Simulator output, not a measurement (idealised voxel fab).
process module | voxel transistor to metal
cross-section cut | 170 nm wide | cells 5 nm
A cross-section is a grid of square cells, given in bands from the top down. A band is one or more rows of cells.
Each band's line starts with the height of the band's top and of its bottom, in nm. Then come its materials from left to right, each with its width in nm. One material with "throughout" fills the band from edge to edge. "air" is empty space.
Height 0 is the level under which the wafer as received is all one material. The lowest band goes on downwards, as in "0 down".
A width such as "30 to 40" changes by the same amount from each row of cells to the next, from the band's top row to its bottom row.
"no change" after a step means that no cell of the cross-section changed.
closed voids: empty space of 8 cells or more with no open way to the top, each as width x height at its distance from the left edge, in nm
after a step's settings: what the simulator itself notes on the step
overlay nm, on a step with a mask: how far to the right of its planned place the mask lay; to the left if negative
plan
1 op RECEIVE | material Si
2 op OXIDIZE | depth nm 5
3 op CONFORMAL_DEP | material SiN | thk nm 10
4 op DIRECTIONAL_DEP | material aC | thk nm 10
5 op PATTERN | tone cover | mask id ACTIVE | material resist | width nm 105 | thk nm 25 | overlay nm 0
6 op DIRECTIONAL_ETCH | etch materials aC | depth nm 10
7 op STRIP | etch materials resist
8 op DIRECTIONAL_ETCH | etch materials SiN | depth nm 10
9 op DIRECTIONAL_ETCH | etch materials SiO2 | depth nm 5
10 op DIRECTIONAL_ETCH | etch materials Si | depth nm 30
11 op STRIP | etch materials aC
12 op FILL_DEP | material SiO2 | thk nm 10
13 op CMP | height nm 10
14 op SELECTIVE_ETCH | etch materials SiO2 | depth nm 10
15 op STRIP | etch materials SiN
16 op SELECTIVE_ETCH | etch materials SiO2 | depth nm 5
17 op OXIDIZE | depth nm 5
18 op DIRECTIONAL_DEP | material polySi | thk nm 30
19 op DIRECTIONAL_DEP | material SiCN | thk nm 15
20 op DIRECTIONAL_DEP | material aC | thk nm 10
21 op PATTERN | tone cover | mask id GATE | material resist | width nm 25 | thk nm 25 | overlay nm 0
22 op DIRECTIONAL_ETCH | etch materials aC | depth nm 10
23 op STRIP | etch materials resist
24 op DIRECTIONAL_ETCH | etch materials SiCN | depth nm 25
25 op DIRECTIONAL_ETCH | etch materials polySi | depth nm 40
26 op STRIP | etch materials aC
27 op CONFORMAL_DEP | material SiN | thk nm 10
28 op DIRECTIONAL_ETCH | etch materials SiN | depth nm 10
29 op DIRECTIONAL_ETCH | etch materials SiO2 | depth nm 5
30 op DIRECTIONAL_ETCH | etch materials Si | depth nm 5
31 op EPI | material nSi | thk nm 5
32 op FILL_DEP | material SiO2 | thk nm 5
33 op CMP | height nm 25
34 op STRIP | etch materials polySi
35 op SELECTIVE_ETCH | etch materials SiO2 | depth nm 5
36 op CONFORMAL_DEP | material HfO2 | thk nm 5
37 op CONFORMAL_DEP | material TiN | thk nm 5
38 op FILL_DEP | material W | thk nm 5
39 op CMP | height nm 20
40 op DIRECTIONAL_DEP | material SiO2 | thk nm 10
41 op MASKED_ETCH | tone open | mask id CONTACT | width nm 20 | pitch nm 75 | etch materials SiO2 | depth nm 40 | overlay nm 0
42 op CONFORMAL_DEP | material TiN | thk nm 5
43 op FILL_DEP | material Ru | thk nm 10
44 op CMP | height nm 30
45 op CONFORMAL_DEP | material SiCN | thk nm 5
46 op DIRECTIONAL_DEP | material SiO2 | thk nm 25
47 op DIRECTIONAL_DEP | material aC | thk nm 10
48 op PATTERN | tone open | mask id METAL_1 | material resist | width nm 20 | pitch nm 75 | thk nm 30 | overlay nm 0
49 op DIRECTIONAL_ETCH | etch materials aC | depth nm 10
50 op STRIP | etch materials resist
51 op DIRECTIONAL_ETCH | etch materials SiO2 | depth nm 25
52 op DIRECTIONAL_ETCH | etch materials SiCN | depth nm 5
53 op STRIP | etch materials aC
54 op CONFORMAL_DEP | material TiN | thk nm 5
55 op FILL_DEP | material Cu | thk nm 5
56 op CMP | height nm 60
57 op CONFORMAL_DEP | material SiN | thk nm 5
first wafer, as planned
as received, after step 1
  0 down: Si throughout
  closed voids: none
after step 2
  0 to -5: SiO2 throughout
  below -5: unchanged
after step 3
  10 to 0: SiN throughout
  below 0: unchanged
after step 4
  20 to 10: aC throughout
  below 10: unchanged
after step 5
  45 to 20: air 30 | resist 105 | air 35
  below 20: unchanged
after step 6
  35 to 20: air 30 | resist 105 | air 35
  20 to 10: air 30 | aC 105 | air 35
  below 10: unchanged
after step 7
  20 to 10: air 30 | aC 105 | air 35
  below 10: unchanged
after step 8
  20 to 10: air 30 | aC 105 | air 35
  10 to 0: air 30 | SiN 105 | air 35
  below 0: unchanged
after step 9
  20 to 10: air 30 | aC 105 | air 35
  10 to 0: air 30 | SiN 105 | air 35
  0 to -5: air 30 | SiO2 105 | air 35
  below -5: unchanged
after step 10
  20 to 10: air 30 | aC 105 | air 35
  10 to 0: air 30 | SiN 105 | air 35
  0 to -5: air 30 | SiO2 105 | air 35
  -5 to -35: air 30 | Si 105 | air 35
  below -35: unchanged
after step 11
  10 to 0: air 30 | SiN 105 | air 35
  below 0: unchanged
after step 12
  20 to 10: SiO2 throughout
  10 to 0: SiO2 30 | SiN 105 | SiO2 35
  0 to -5: SiO2 throughout
  -5 to -35: SiO2 30 | Si 105 | SiO2 35
  below -35: unchanged
after step 13
  10 to 0: SiO2 30 | SiN 105 | SiO2 35
  below 0: unchanged
after step 14
  10 to 0: air 30 | SiN 105 | air 35
  below 0: unchanged
after step 15
  0 to -5: SiO2 throughout
  below -5: unchanged
after step 16
  -5 to -35: SiO2 30 | Si 105 | SiO2 35
  below -35: unchanged
after step 17
  -5 to -10: SiO2 throughout
  below -10: unchanged
after step 18
  25 to -5: polySi throughout
  below -5: unchanged
after step 19
  40 to 25: SiCN throughout
  below 25: unchanged
after step 20
  50 to 40: aC throughout
  below 40: unchanged
after step 21
  75 to 50: air 70 | resist 25 | air 75
  below 50: unchanged
after step 22
  65 to 50: air 70 | resist 25 | air 75
  50 to 40: air 70 | aC 25 | air 75
  below 40: unchanged
after step 23
  50 to 40: air 70 | aC 25 | air 75
  below 40: unchanged
after step 24
  50 to 40: air 70 | aC 25 | air 75
  40 to 25: air 70 | SiCN 25 | air 75
  below 25: unchanged
after step 25
  50 to 40: air 70 | aC 25 | air 75
  40 to 25: air 70 | SiCN 25 | air 75
  25 to -5: air 70 | polySi 25 | air 75
  below -5: unchanged
after step 26
  40 to 25: air 70 | SiCN 25 | air 75
  below 25: unchanged
after step 27
  50 to 40: air 60 | SiN 45 | air 65
  40 to 25: air 60 | SiN 10 | SiCN 25 | SiN 10 | air 65
  25 to 5: air 60 | SiN 10 | polySi 25 | SiN 10 | air 65
  5 to -5: SiN 70 | polySi 25 | SiN 75
  below -5: unchanged
after step 28
  40 to 25: air 60 | SiN 10 | SiCN 25 | SiN 10 | air 65
  25 to -5: air 60 | SiN 10 | polySi 25 | SiN 10 | air 65
  below -5: unchanged
after step 29
  40 to 25: air 60 | SiN 10 | SiCN 25 | SiN 10 | air 65
  25 to -5: air 60 | SiN 10 | polySi 25 | SiN 10 | air 65
  -5 to -10: air 60 | SiO2 45 | air 65
  below -10: unchanged
after step 30
  40 to 25: air 60 | SiN 10 | SiCN 25 | SiN 10 | air 65
  25 to -5: air 60 | SiN 10 | polySi 25 | SiN 10 | air 65
  -5 to -10: air 60 | SiO2 45 | air 65
  -10 to -15: SiO2 30 | air 30 | Si 45 | air 30 | SiO2 35
  below -15: unchanged
after step 31
  40 to 25: air 60 | SiN 10 | SiCN 25 | SiN 10 | air 65
  25 to -5: air 60 | SiN 10 | polySi 25 | SiN 10 | air 65
  -5 to -10: air 55 | nSi 5 | SiO2 45 | nSi 5 | air 60
  -10 to -15: SiO2 30 | nSi 30 | Si 45 | nSi 30 | SiO2 35
  below -15: unchanged
after step 32
  45 to 40: SiO2 throughout
  40 to 25: SiO2 60 | SiN 10 | SiCN 25 | SiN 10 | SiO2 65
  25 to -5: SiO2 60 | SiN 10 | polySi 25 | SiN 10 | SiO2 65
  -5 to -10: SiO2 55 | nSi 5 | SiO2 45 | nSi 5 | SiO2 60
  below -10: unchanged
after step 33
  25 to -5: SiO2 60 | SiN 10 | polySi 25 | SiN 10 | SiO2 65
  below -5: unchanged
after step 34
  25 to -5: SiO2 60 | SiN 10 | air 25 | SiN 10 | SiO2 65
  below -5: unchanged
after step 35
  25 to 20: air 60 | SiN 10 | air 25 | SiN 10 | air 65
  20 to -5: SiO2 60 | SiN 10 | air 25 | SiN 10 | SiO2 65
  -5 to -10: SiO2 55 | nSi 5 | SiO2 5 | air 35 | SiO2 5 | nSi 5 | SiO2 60
  below -10: unchanged
after step 36
  30 to 25: air 55 | HfO2 20 | air 15 | HfO2 20 | air 60
  25 to 20: HfO2 60 | SiN 10 | HfO2 5 | air 15 | HfO2 5 | SiN 10 | HfO2 65
  20 to -5: SiO2 60 | SiN 10 | HfO2 5 | air 15 | HfO2 5 | SiN 10 | SiO2 65
  -5 to -10: SiO2 55 | nSi 5 | SiO2 5 | HfO2 35 | SiO2 5 | nSi 5 | SiO2 60
  below -10: unchanged
after step 37
  35 to 30: air 50 | TiN 30 | air 5 | TiN 30 | air 55
  30 to 25: TiN 55 | HfO2 20 | TiN 5 | air 5 | TiN 5 | HfO2 20 | TiN 60
  25 to 20: HfO2 60 | SiN 10 | HfO2 5 | TiN 5 | air 5 | TiN 5 | HfO2 5 | SiN 10 | HfO2 65
  20 to 0: SiO2 60 | SiN 10 | HfO2 5 | TiN 5 | air 5 | TiN 5 | HfO2 5 | SiN 10 | SiO2 65
  0 to -5: SiO2 60 | SiN 10 | HfO2 5 | TiN 15 | HfO2 5 | SiN 10 | SiO2 65
  below -5: unchanged
after step 38
  40 to 35: W throughout
  35 to 30: W 50 | TiN 30 | W 5 | TiN 30 | W 55
  30 to 25: TiN 55 | HfO2 20 | TiN 5 | W 5 | TiN 5 | HfO2 20 | TiN 60
  25 to 20: HfO2 60 | SiN 10 | HfO2 5 | TiN 5 | W 5 | TiN 5 | HfO2 5 | SiN 10 | HfO2 65
  20 to 0: SiO2 60 | SiN 10 | HfO2 5 | TiN 5 | W 5 | TiN 5 | HfO2 5 | SiN 10 | SiO2 65
  below 0: unchanged
after step 39
  20 to 0: SiO2 60 | SiN 10 | HfO2 5 | TiN 5 | W 5 | TiN 5 | HfO2 5 | SiN 10 | SiO2 65
  below 0: unchanged
after step 40
  30 to 20: SiO2 throughout
  below 20: unchanged
after step 41
  30 to 20: SiO2 35 | air 20 | SiO2 55 | air 20 | SiO2 40
  20 to 0: SiO2 35 | air 20 | SiO2 5 | SiN 10 | HfO2 5 | TiN 5 | W 5 | TiN 5 | HfO2 5 | SiN 10 | SiO2 5 | air 20 | SiO2 40
  0 to -5: SiO2 35 | air 20 | SiO2 5 | SiN 10 | HfO2 5 | TiN 15 | HfO2 5 | SiN 10 | SiO2 5 | air 20 | SiO2 40
  -5 to -10: SiO2 35 | air 20 | nSi 5 | SiO2 5 | HfO2 35 | SiO2 5 | nSi 5 | air 20 | SiO2 40
  below -10: unchanged
after step 42
  35 to 30: TiN 40 | air 10 | TiN 65 | air 10 | TiN 45
  30 to 20: SiO2 35 | TiN 5 | air 10 | TiN 5 | SiO2 55 | TiN 5 | air 10 | TiN 5 | SiO2 40
  20 to 0: SiO2 35 | TiN 5 | air 10 | TiN 5 | SiO2 5 | SiN 10 | HfO2 5 | TiN 5 | W 5 | TiN 5 | HfO2 5 | SiN 10 | SiO2 5 | TiN 5 | air 10 | TiN 5 | SiO2 40
  0 to -5: SiO2 35 | TiN 5 | air 10 | TiN 5 | SiO2 5 | SiN 10 | HfO2 5 | TiN 15 | HfO2 5 | SiN 10 | SiO2 5 | TiN 5 | air 10 | TiN 5 | SiO2 40
  -5 to -10: SiO2 35 | TiN 20 | nSi 5 | SiO2 5 | HfO2 35 | SiO2 5 | nSi 5 | TiN 20 | SiO2 40
  below -10: unchanged
after step 43
  45 to 35: Ru throughout
  35 to 30: TiN 40 | Ru 10 | TiN 65 | Ru 10 | TiN 45
  30 to 20: SiO2 35 | TiN 5 | Ru 10 | TiN 5 | SiO2 55 | TiN 5 | Ru 10 | TiN 5 | SiO2 40
  20 to 0: SiO2 35 | TiN 5 | Ru 10 | TiN 5 | SiO2 5 | SiN 10 | HfO2 5 | TiN 5 | W 5 | TiN 5 | HfO2 5 | SiN 10 | SiO2 5 | TiN 5 | Ru 10 | TiN 5 | SiO2 40
  0 to -5: SiO2 35 | TiN 5 | Ru 10 | TiN 5 | SiO2 5 | SiN 10 | HfO2 5 | TiN 15 | HfO2 5 | SiN 10 | SiO2 5 | TiN 5 | Ru 10 | TiN 5 | SiO2 40
  below -5: unchanged
after step 44
  30 to 20: SiO2 35 | TiN 5 | Ru 10 | TiN 5 | SiO2 55 | TiN 5 | Ru 10 | TiN 5 | SiO2 40
  below 20: unchanged
after step 45
  35 to 30: SiCN throughout
  below 30: unchanged
after step 46
  60 to 35: SiO2 throughout
  below 35: unchanged
after step 47
  70 to 60: aC throughout
  below 60: unchanged
after step 48
  100 to 70: resist 35 | air 20 | resist 55 | air 20 | resist 40
  below 70: unchanged
after step 49
  90 to 70: resist 35 | air 20 | resist 55 | air 20 | resist 40
  70 to 60: aC 35 | air 20 | aC 55 | air 20 | aC 40
  below 60: unchanged
after step 50
  70 to 60: aC 35 | air 20 | aC 55 | air 20 | aC 40
  below 60: unchanged
after step 51
  70 to 60: aC 35 | air 20 | aC 55 | air 20 | aC 40
  60 to 35: SiO2 35 | air 20 | SiO2 55 | air 20 | SiO2 40
  below 35: unchanged
after step 52
  70 to 60: aC 35 | air 20 | aC 55 | air 20 | aC 40
  60 to 35: SiO2 35 | air 20 | SiO2 55 | air 20 | SiO2 40
  35 to 30: SiCN 35 | air 20 | SiCN 55 | air 20 | SiCN 40
  below 30: unchanged
after step 53
  60 to 35: SiO2 35 | air 20 | SiO2 55 | air 20 | SiO2 40
  below 35: unchanged
after step 54
  65 to 60: TiN 40 | air 10 | TiN 65 | air 10 | TiN 45
  60 to 35: SiO2 35 | TiN 5 | air 10 | TiN 5 | SiO2 55 | TiN 5 | air 10 | TiN 5 | SiO2 40
  35 to 30: SiCN 35 | TiN 20 | SiCN 55 | TiN 20 | SiCN 40
  below 30: unchanged
after step 55
  70 to 65: Cu throughout
  65 to 60: TiN 40 | Cu 10 | TiN 65 | Cu 10 | TiN 45
  60 to 35: SiO2 35 | TiN 5 | Cu 10 | TiN 5 | SiO2 55 | TiN 5 | Cu 10 | TiN 5 | SiO2 40
  below 35: unchanged
after step 56
  60 to 35: SiO2 35 | TiN 5 | Cu 10 | TiN 5 | SiO2 55 | TiN 5 | Cu 10 | TiN 5 | SiO2 40
  below 35: unchanged
after step 57
  65 to 60: SiN throughout
  below 60: unchanged
second wafer: like start, like plan, one mistake. Through step 43 it matches the first wafer
when step 44 should have ended: no change
when step 45 should have ended
  50 to 45: SiCN throughout
  below 45: unchanged
when step 46 should have ended
  75 to 50: SiO2 throughout
  below 50: unchanged
when step 47 should have ended
  85 to 75: aC throughout
  below 75: unchanged
when step 48 should have ended
  115 to 85: resist 35 | air 20 | resist 55 | air 20 | resist 40
  below 85: unchanged
when step 49 should have ended
  105 to 85: resist 35 | air 20 | resist 55 | air 20 | resist 40
  85 to 75: aC 35 | air 20 | aC 55 | air 20 | aC 40
  below 75: unchanged
when step 50 should have ended
  85 to 75: aC 35 | air 20 | aC 55 | air 20 | aC 40
  below 75: unchanged
when step 51 should have ended
  85 to 75: aC 35 | air 20 | aC 55 | air 20 | aC 40
  75 to 50: SiO2 35 | air 20 | SiO2 55 | air 20 | SiO2 40
  below 50: unchanged
when step 52 should have ended
  85 to 75: aC 35 | air 20 | aC 55 | air 20 | aC 40
  75 to 50: SiO2 35 | air 20 | SiO2 55 | air 20 | SiO2 40
  50 to 45: SiCN 35 | air 20 | SiCN 55 | air 20 | SiCN 40
  below 45: unchanged
when step 53 should have ended
  75 to 50: SiO2 35 | air 20 | SiO2 55 | air 20 | SiO2 40
  below 50: unchanged
when step 54 should have ended
  80 to 75: TiN 40 | air 10 | TiN 65 | air 10 | TiN 45
  75 to 50: SiO2 35 | TiN 5 | air 10 | TiN 5 | SiO2 55 | TiN 5 | air 10 | TiN 5 | SiO2 40
  50 to 45: SiCN 35 | TiN 20 | SiCN 55 | TiN 20 | SiCN 40
  below 45: unchanged
when step 55 should have ended
  85 to 80: Cu throughout
  80 to 75: TiN 40 | Cu 10 | TiN 65 | Cu 10 | TiN 45
  75 to 50: SiO2 35 | TiN 5 | Cu 10 | TiN 5 | SiO2 55 | TiN 5 | Cu 10 | TiN 5 | SiO2 40
  below 50: unchanged
when step 56 should have ended
  60 to 50: SiO2 35 | TiN 5 | Cu 10 | TiN 5 | SiO2 55 | TiN 5 | Cu 10 | TiN 5 | SiO2 40
  below 50: unchanged
when step 57 should have ended
  65 to 60: SiN throughout
  below 60: unchanged
what went wrong: step 44 was left out
at the end the second wafer has, in cells: 12 fewer of Cu | 72 more of Ru | 78 fewer of SiO2 | 18 more of TiN
